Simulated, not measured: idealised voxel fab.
Documented hereafter: the process module known as voxel released beams.
The cross-section shown here is cut; it is 205 nm wide and divided into square cells measuring 5 nm on a side.
A cross-section in this document is a grid of square cells, and it is written down as bands, the top band listed before the ones below it; a band is made up of one or more rows of cells. This entry defines a band. It first specifies the height of the band's top and the height of its bottom in nm, and then specifies the band's materials from left to right, stating each material with its width in nm. The word "edge to edge" identifies a single material that fills the band from edge to edge, while the word "blank" identifies empty space. All heights in this document are referenced to 0, defined as the level beneath which the wafer, as received, consists entirely of one material. The lowest band is not bounded below; it extends indefinitely downward and is written in the form "z 0 and below". With a width like "30..40", each row of cells in the band differs from the next by the same amount, the top row carrying the first number and the bottom row the second. The cross-section has no changed cell in any step marked "identical to before". "Trapped cavities" means: voids of 8 cells or more that are shut off from the top with no open way through. Written width x height at distance, distance from the left edge, in nm. Anything after a step's settings on that line? It's the simulator's own note about the step. What "overlay nm" on a step's line means: if the step has a mask, that mask lay this far to the right of its planned place, or, when the value is negative, to the left.
Steps planned for the process:
1: RECEIVE: material Si
2: CONFORMAL_DEP: material SiN, thk nm 10
3: DIRECTIONAL_DEP: material SiO2, thk nm 20
4: MASKED_ETCH: tone open, mask id ANCHOR, width nm 30, etch materials SiO2, depth nm 20, overlay nm 0
5: CONFORMAL_DEP: material W, thk nm 10
6: MASKED_ETCH: tone cover, mask id BEAM, width nm 85, etch materials W, depth nm 10, overlay nm 0
7: STRIP: etch materials SiO2
Wafer at receipt (post step 1), cross-section:
    z 0 and below = Si edge to edge
    Trapped cavities: none
The following cross-section depicts the wafer upon conclusion of the module. Processing commenced from the starting condition illustrated above and adhered to the plan illustrated above, save for one mistake in execution:
    z 40 to 30 = blank: 55 | W: 15 | blank: 15 | W: 55 | blank: 65
    z 30 to 20 = blank: 60 | W: 10 | blank: 15 | W: 10 | blank: 110
    z 20 to 10 = blank: 60 | W: 35 | blank: 110
    z 10 to 0 = SiN edge to edge
    z 0 and below = Si edge to edge
    Trapped cavities: none
Deviation from plan: step 4 deviated from plan and actually ran as MASKED_ETCH: tone open, mask id ANCHOR, width nm 35, etch materials SiO2, depth nm 20, overlay nm 0
